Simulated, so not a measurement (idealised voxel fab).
The document below concerns the process module designated voxel double patterning.
Displayed cross-section: cut, width of 175 nm, square cells sized 5 nm.
Notation: cross-section as square-cell grid; stated in bands, top first, going down; one or more cell rows per band.
Each band's line starts with the height of the band's top and of its bottom, in nm. Then come its materials from left to right, each with its width in nm. One material with "full width" fills the band from edge to edge. "air" is empty space.
Height is counted from the level 0, under which the received wafer is composed throughout of one material. The lowest of the bands is not closed at the bottom but continues downward, in the notation "top 0, no bottom".
Read "30 to 40" as a graded width: first number on top, second number at the bottom, same change between each pair of neighbouring rows.
What does "everything unchanged" mean for a step? It means no cell of the cross-section changed in that step.
"Fully sealed voids": empty spaces of 8 cells or more with no open way to the top, each given as width x height at distance, distance from the left edge, all in nm.
Heads up: the bit after the settings on a step's line is the simulator's remark on that step.
"overlay nm" on a masked step: distance the mask lay right of its planned place, negative for left.
## The planned process steps are enumerated hereunder
1,RECEIVE (material Si)
2,CONFORMAL_DEP (material SiN; thk nm 10)
3,DIRECTIONAL_DEP (material SiO2; thk nm 10)
4,DIRECTIONAL_DEP (material SiCN; thk nm 5)
5,DIRECTIONAL_DEP (material aC; thk nm 10)
6,PATTERN (tone open; mask id FIRST; material resist; width nm 15; pitch nm 50; thk nm 30; overlay nm 0)
7,DIRECTIONAL_ETCH (etch materials aC; depth nm 10)
8,STRIP (etch materials resist)
9,DIRECTIONAL_ETCH (etch materials SiCN; depth nm 5)
10,STRIP (etch materials aC)
11,MASKED_ETCH (tone open; mask id SECOND; width nm 15; etch materials SiCN; depth nm 5; overlay nm 0)
12,DIRECTIONAL_ETCH (etch materials SiO2; depth nm 10)
13,STRIP (etch materials SiCN)
## Received-state cross-section, reflecting completion of step 1
    top 0, no bottom | Si full width
    Fully sealed voids: none
## Looking at the first of two wafers in cross-section at end of module - ran to plan
    top 20, bottom 10 | SiO2=55, air=15, SiO2=10, air=15, SiO2=10, air=15, SiO2=55
    top 10, bottom 0 | SiN full width
    top 0, no bottom | Si full width
    Fully sealed voids: none
## Cross-sectional view: second of two wafers, end of module; start and plan identical to the first, one mistake in running
    top 20, bottom 10 | SiO2=55, air=20, SiO2=5, air=15, SiO2=10, air=20, SiO2=50
    top 10, bottom 0 | SiN full width
    top 0, no bottom | Si full width
    Fully sealed voids: none
Here's what went sideways: it should be noted that step 6 was executed with settings other than those planned, the operation and settings actually applied being PATTERN (tone open; mask id FIRST; material resist; width nm 20; pitch nm 50; thk nm 30; overlay nm 0)
In the final state, the cell counts of the second wafer exceed or fall short of those of the first for the following materials: SiO2 -4
